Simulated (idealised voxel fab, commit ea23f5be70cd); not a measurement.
process module | voxel self aligned vias
cross-section cut | 280 nm wide | cells 5 nm
A cross-section is a grid of square cells, given in bands from the top down. A band is one or more rows of cells.
Each band's line starts with the height of the band's top and of its bottom, in nm. Then come its materials from left to right, each with its width in nm. One material with "throughout" fills the band from edge to edge. "air" is empty space.
Height 0 is the level under which the wafer as received is all one material. The lowest band goes on downwards, as in "0 down".
A width such as "30 to 40" changes by the same amount from each row of cells to the next, from the band's top row to its bottom row.
"no change" after a step means that no cell of the cross-section changed.
closed voids: empty space of 8 cells or more with no open way to the top, each as width x height at its distance from the left edge, in nm
after a step's settings: what the simulator itself notes on the step
overlay nm, on a step with a mask: how far to the right of its planned place the mask lay; to the left if negative
plan
1 op RECEIVE | material Si
2 op CONFORMAL_DEP | material SiO2 | thk nm 15
3 op CONFORMAL_DEP | material SiCN | thk nm 5
4 op DIRECTIONAL_DEP | material SiO2 | thk nm 30
5 op PATTERN | tone open | mask id LINES | material resist | width nm 30 | pitch nm 70 | thk nm 20 | overlay nm 0
6 op DIRECTIONAL_ETCH | etch materials SiO2 | depth nm 30
7 op STRIP | etch materials resist
8 op CONFORMAL_DEP | material TiN | thk nm 5
9 op FILL_DEP | material Ru | thk nm 5
10 op CMP | height nm 50
11 op SELECTIVE_ETCH | etch materials W Ru TiN | depth nm 10
12 op FILL_DEP | material SiN | thk nm 5
13 op CMP | height nm 50
14 op DIRECTIONAL_DEP | material SiO2 | thk nm 15
15 op MASKED_ETCH | tone open | mask id VIAS | width nm 50 | pitch nm 70 | etch materials SiO2 | depth nm 15 | overlay nm 0
16 op MASKED_ETCH | tone open | mask id VIAS | width nm 50 | pitch nm 70 | etch materials SiN | depth nm 10 | overlay nm 0
17 op CONFORMAL_DEP | material TiN | thk nm 5
18 op FILL_DEP | material Ru | thk nm 5
19 op CMP | height nm 65
20 op CONFORMAL_DEP | material SiN | thk nm 5
first wafer, as planned
as received, after step 1
  0 down: Si throughout
  closed voids: none
after step 2
  15 to 0: SiO2 throughout
  below 0: unchanged
after step 3
  20 to 15: SiCN throughout
  below 15: unchanged
after step 4
  50 to 20: SiO2 throughout
  below 20: unchanged
after step 5
  70 to 50: resist 55 | air 30 | resist 40 | air 30 | resist 40 | air 30 | resist 55
  below 50: unchanged
after step 6
  70 to 50: resist 55 | air 30 | resist 40 | air 30 | resist 40 | air 30 | resist 55
  50 to 20: SiO2 55 | air 30 | SiO2 40 | air 30 | SiO2 40 | air 30 | SiO2 55
  below 20: unchanged
after step 7
  50 to 20: SiO2 55 | air 30 | SiO2 40 | air 30 | SiO2 40 | air 30 | SiO2 55
  below 20: unchanged
after step 8
  55 to 50: TiN 60 | air 20 | TiN 50 | air 20 | TiN 50 | air 20 | TiN 60
  50 to 25: SiO2 55 | TiN 5 | air 20 | TiN 5 | SiO2 40 | TiN 5 | air 20 | TiN 5 | SiO2 40 | TiN 5 | air 20 | TiN 5 | SiO2 55
  25 to 20: SiO2 55 | TiN 30 | SiO2 40 | TiN 30 | SiO2 40 | TiN 30 | SiO2 55
  below 20: unchanged
after step 9
  60 to 55: Ru throughout
  55 to 50: TiN 60 | Ru 20 | TiN 50 | Ru 20 | TiN 50 | Ru 20 | TiN 60
  50 to 25: SiO2 55 | TiN 5 | Ru 20 | TiN 5 | SiO2 40 | TiN 5 | Ru 20 | TiN 5 | SiO2 40 | TiN 5 | Ru 20 | TiN 5 | SiO2 55
  below 25: unchanged
after step 10
  50 to 25: SiO2 55 | TiN 5 | Ru 20 | TiN 5 | SiO2 40 | TiN 5 | Ru 20 | TiN 5 | SiO2 40 | TiN 5 | Ru 20 | TiN 5 | SiO2 55
  below 25: unchanged
after step 11
  50 to 40: SiO2 55 | air 30 | SiO2 40 | air 30 | SiO2 40 | air 30 | SiO2 55
  below 40: unchanged
after step 12
  55 to 50: SiN throughout
  50 to 40: SiO2 55 | SiN 30 | SiO2 40 | SiN 30 | SiO2 40 | SiN 30 | SiO2 55
  below 40: unchanged
after step 13
  50 to 40: SiO2 55 | SiN 30 | SiO2 40 | SiN 30 | SiO2 40 | SiN 30 | SiO2 55
  below 40: unchanged
after step 14
  65 to 50: SiO2 throughout
  below 50: unchanged
after step 15
  65 to 50: SiO2 45 | air 50 | SiO2 20 | air 50 | SiO2 20 | air 50 | SiO2 45
  below 50: unchanged
after step 16
  65 to 50: SiO2 45 | air 50 | SiO2 20 | air 50 | SiO2 20 | air 50 | SiO2 45
  50 to 40: SiO2 55 | air 30 | SiO2 40 | air 30 | SiO2 40 | air 30 | SiO2 55
  below 40: unchanged
after step 17
  70 to 65: TiN 50 | air 40 | TiN 30 | air 40 | TiN 30 | air 40 | TiN 50
  65 to 55: SiO2 45 | TiN 5 | air 40 | TiN 5 | SiO2 20 | TiN 5 | air 40 | TiN 5 | SiO2 20 | TiN 5 | air 40 | TiN 5 | SiO2 45
  55 to 45: SiO2 45 to 55 | TiN 15 to 5 | air 20 | TiN 15 to 5 | SiO2 20 to 40 | TiN 15 to 5 | air 20 | TiN 15 to 5 | SiO2 20 to 40 | TiN 15 to 5 | air 20 | TiN 15 to 5 | SiO2 45 to 55
  45 to 40: SiO2 55 | TiN 30 | SiO2 40 | TiN 30 | SiO2 40 | TiN 30 | SiO2 55
  below 40: unchanged
after step 18
  75 to 70: Ru throughout
  70 to 65: TiN 50 | Ru 40 | TiN 30 | Ru 40 | TiN 30 | Ru 40 | TiN 50
  65 to 55: SiO2 45 | TiN 5 | Ru 40 | TiN 5 | SiO2 20 | TiN 5 | Ru 40 | TiN 5 | SiO2 20 | TiN 5 | Ru 40 | TiN 5 | SiO2 45
  55 to 45: SiO2 45 to 55 | TiN 15 to 5 | Ru 20 | TiN 15 to 5 | SiO2 20 to 40 | TiN 15 to 5 | Ru 20 | TiN 15 to 5 | SiO2 20 to 40 | TiN 15 to 5 | Ru 20 | TiN 15 to 5 | SiO2 45 to 55
  below 45: unchanged
after step 19
  65 to 55: SiO2 45 | TiN 5 | Ru 40 | TiN 5 | SiO2 20 | TiN 5 | Ru 40 | TiN 5 | SiO2 20 | TiN 5 | Ru 40 | TiN 5 | SiO2 45
  below 55: unchanged
after step 20
  70 to 65: SiN throughout
  below 65: unchanged
second wafer: like start, like plan, one mistake. Through step 2 it matches the first wafer
when step 3 should have ended: no change
when step 4 should have ended
  45 to 0: SiO2 throughout
  below 0: unchanged
when step 5 should have ended
  65 to 45: resist 55 | air 30 | resist 40 | air 30 | resist 40 | air 30 | resist 55
  below 45: unchanged
when step 6 should have ended
  65 to 45: resist 55 | air 30 | resist 40 | air 30 | resist 40 | air 30 | resist 55
  45 to 15: SiO2 55 | air 30 | SiO2 40 | air 30 | SiO2 40 | air 30 | SiO2 55
  below 15: unchanged
when step 7 should have ended
  45 to 15: SiO2 55 | air 30 | SiO2 40 | air 30 | SiO2 40 | air 30 | SiO2 55
  below 15: unchanged
when step 8 should have ended
  50 to 45: TiN 60 | air 20 | TiN 50 | air 20 | TiN 50 | air 20 | TiN 60
  45 to 20: SiO2 55 | TiN 5 | air 20 | TiN 5 | SiO2 40 | TiN 5 | air 20 | TiN 5 | SiO2 40 | TiN 5 | air 20 | TiN 5 | SiO2 55
  20 to 15: SiO2 55 | TiN 30 | SiO2 40 | TiN 30 | SiO2 40 | TiN 30 | SiO2 55
  below 15: unchanged
when step 9 should have ended
  55 to 50: Ru throughout
  50 to 45: TiN 60 | Ru 20 | TiN 50 | Ru 20 | TiN 50 | Ru 20 | TiN 60
  45 to 20: SiO2 55 | TiN 5 | Ru 20 | TiN 5 | SiO2 40 | TiN 5 | Ru 20 | TiN 5 | SiO2 40 | TiN 5 | Ru 20 | TiN 5 | SiO2 55
  below 20: unchanged
when step 10 should have ended
  50 to 45: TiN 60 | Ru 20 | TiN 50 | Ru 20 | TiN 50 | Ru 20 | TiN 60
  below 45: unchanged
when step 11 should have ended
  45 to 40: SiO2 55 | air 30 | SiO2 40 | air 30 | SiO2 40 | air 30 | SiO2 55
  below 40: unchanged
when step 12 should have ended
  50 to 45: SiN throughout
  45 to 40: SiO2 55 | SiN 30 | SiO2 40 | SiN 30 | SiO2 40 | SiN 30 | SiO2 55
  below 40: unchanged
when step 13 should have ended: no change
when step 14 should have ended
  65 to 50: SiO2 throughout
  below 50: unchanged
when step 15 should have ended
  65 to 50: SiO2 45 | air 50 | SiO2 20 | air 50 | SiO2 20 | air 50 | SiO2 45
  below 50: unchanged
when step 16 should have ended
  65 to 50: SiO2 45 | air 50 | SiO2 20 | air 50 | SiO2 20 | air 50 | SiO2 45
  50 to 45: SiN 45 | air 50 | SiN 20 | air 50 | SiN 20 | air 50 | SiN 45
  45 to 40: SiO2 55 | air 30 | SiO2 40 | air 30 | SiO2 40 | air 30 | SiO2 55
  below 40: unchanged
when step 17 should have ended
  70 to 65: TiN 50 | air 40 | TiN 30 | air 40 | TiN 30 | air 40 | TiN 50
  65 to 50: SiO2 45 | TiN 5 | air 40 | TiN 5 | SiO2 20 | TiN 5 | air 40 | TiN 5 | SiO2 20 | TiN 5 | air 40 | TiN 5 | SiO2 45
  50 to 45: SiN 45 | TiN 15 | air 20 | TiN 15 | SiN 20 | TiN 15 | air 20 | TiN 15 | SiN 20 | TiN 15 | air 20 | TiN 15 | SiN 45
  45 to 40: SiO2 55 | TiN 30 | SiO2 40 | TiN 30 | SiO2 40 | TiN 30 | SiO2 55
  below 40: unchanged
when step 18 should have ended
  75 to 70: Ru throughout
  70 to 65: TiN 50 | Ru 40 | TiN 30 | Ru 40 | TiN 30 | Ru 40 | TiN 50
  65 to 50: SiO2 45 | TiN 5 | Ru 40 | TiN 5 | SiO2 20 | TiN 5 | Ru 40 | TiN 5 | SiO2 20 | TiN 5 | Ru 40 | TiN 5 | SiO2 45
  50 to 45: SiN 45 | TiN 15 | Ru 20 | TiN 15 | SiN 20 | TiN 15 | Ru 20 | TiN 15 | SiN 20 | TiN 15 | Ru 20 | TiN 15 | SiN 45
  below 45: unchanged
when step 19 should have ended
  65 to 50: SiO2 45 | TiN 5 | Ru 40 | TiN 5 | SiO2 20 | TiN 5 | Ru 40 | TiN 5 | SiO2 20 | TiN 5 | Ru 40 | TiN 5 | SiO2 45
  below 50: unchanged
when step 20 should have ended
  70 to 65: SiN throughout
  below 65: unchanged
what went wrong: step 3 was left out
at the end the second wafer has, in cells: 24 more of Ru | 56 fewer of SiCN | 26 more of SiN | 6 more of TiN
